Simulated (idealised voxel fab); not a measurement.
process module | voxel capacitor over wiring
cross-section cut | 145 nm wide | cells 5 nm
A cross-section is a grid of square cells, given in bands from the top down. A band is one or more rows of cells.
Each band's line starts with the height of the band's top and of its bottom, in nm. Then come its materials from left to right, each with its width in nm. One material with "throughout" fills the band from edge to edge. "air" is empty space.
Height 0 is the level under which the wafer as received is all one material. The lowest band goes on downwards, as in "0 down".
A width such as "30 to 40" changes by the same amount from each row of cells to the next, from the band's top row to its bottom row.
"no change" after a step means that no cell of the cross-section changed.
closed voids: empty space of 8 cells or more with no open way to the top, each as width x height at its distance from the left edge, in nm
after a step's settings: what the simulator itself notes on the step
overlay nm, on a step with a mask: how far to the right of its planned place the mask lay; to the left if negative
plan
1 op RECEIVE | material Si
2 op CONFORMAL_DEP | material SiO2 | thk nm 15
3 op CONFORMAL_DEP | material SiN | thk nm 5
4 op DIRECTIONAL_DEP | material SiO2 | thk nm 15
5 op MASKED_ETCH | tone open | mask id METAL_1 | width nm 25 | pitch nm 75 | etch materials SiO2 | depth nm 15 | overlay nm 0
6 op MASKED_ETCH | tone open | mask id METAL_1 | width nm 25 | pitch nm 75 | etch materials SiN | depth nm 5 | overlay nm 0
7 op CONFORMAL_DEP | material TiN | thk nm 5
8 op FILL_DEP | material Ru | thk nm 10
9 op CMP | height nm 35
10 op CONFORMAL_DEP | material SiCN | thk nm 5
11 op DIRECTIONAL_DEP | material lowk | thk nm 15
12 op PATTERN | tone open | mask id PLUG_1 | material resist | width nm 15 | thk nm 15 | overlay nm 0
13 op DIRECTIONAL_ETCH | etch materials lowk | depth nm 15
14 op DIRECTIONAL_ETCH | etch materials SiCN | depth nm 5
15 op STRIP | etch materials resist
16 op EPI | material Ru | thk nm 10
17 op EPI | material Ru | thk nm 10
18 op DIRECTIONAL_DEP | material TiN | thk nm 5
19 op DIRECTIONAL_DEP | material HfO2 | thk nm 5
20 op DIRECTIONAL_DEP | material TiN | thk nm 10
21 op DIRECTIONAL_DEP | material aC | thk nm 15
22 op PATTERN | tone cover | mask id UPPER_PLATE | material resist | width nm 55 | thk nm 30 | overlay nm 0
23 op DIRECTIONAL_ETCH | etch materials aC | depth nm 15
24 op STRIP | etch materials resist
25 op DIRECTIONAL_ETCH | etch materials TiN | depth nm 10
26 op DIRECTIONAL_ETCH | etch materials HfO2 | depth nm 5
27 op STRIP | etch materials aC
28 op MASKED_ETCH | tone cover | mask id LOWER_PLATE | width nm 65 | etch materials TiN | depth nm 5 | overlay nm 0
29 op FILL_DEP | material SiO2 | thk nm 15
30 op CMP | height nm 85
31 op MASKED_ETCH | tone open | mask id PLUG_2 | width nm 15 | etch materials SiO2 | depth nm 10 | overlay nm 0
32 op CONFORMAL_DEP | material TiN | thk nm 5
33 op FILL_DEP | material W | thk nm 5
34 op CMP | height nm 85
35 op CONFORMAL_DEP | material SiN | thk nm 5
as received, after step 1
  0 down: Si throughout
  closed voids: none
first wafer at the end, as planned
  90 to 85: SiN throughout
  85 to 80: SiO2 40 | TiN 5 | W 5 | TiN 5 | SiO2 90
  80 to 75: SiO2 40 | TiN 15 | SiO2 90
  75 to 65: SiO2 30 | TiN 55 | SiO2 60
  65 to 60: SiO2 30 | HfO2 55 | SiO2 60
  60 to 55: SiO2 25 | TiN 65 | SiO2 55
  55 to 40: lowk 30 | Ru 15 | lowk 100
  40 to 35: SiCN 30 | Ru 15 | SiCN 100
  35 to 20: SiO2 20 | TiN 5 | Ru 15 | TiN 5 | SiO2 50 | TiN 5 | Ru 15 | TiN 5 | SiO2 25
  20 to 15: SiN 20 | TiN 25 | SiN 50 | TiN 25 | SiN 25
  15 to 0: SiO2 throughout
  0 down: Si throughout
  closed voids: none
second wafer at the end: like start, like plan, one mistake
  90 to 85: SiN throughout
  85 to 75: SiO2 30 | TiN 55 | SiO2 60
  75 to 70: SiO2 30 | HfO2 55 | SiO2 60
  70 to 60: Ru throughout
  60 to 55: TiN 30 | Ru 15 | TiN 100
  55 to 50: lowk 30 | Ru 15 | lowk 100
  50 to 45: lowk 30 | TiN 15 | lowk 100
  45 to 40: lowk 30 | Ru 15 | lowk 100
  40 to 35: SiCN 30 | Ru 15 | SiCN 100
  35 to 20: SiO2 20 | TiN 5 | Ru 15 | TiN 5 | SiO2 50 | TiN 5 | Ru 15 | TiN 5 | SiO2 25
  20 to 15: SiN 20 | TiN 25 | SiN 50 | TiN 25 | SiN 25
  15 to 0: SiO2 throughout
  0 down: Si throughout
  closed voids: none
what went wrong: steps 17 and 18 were swapped
at the end the second wafer has, in cells: 58 more of Ru | 68 fewer of SiO2 | 11 more of TiN | 1 fewer of W
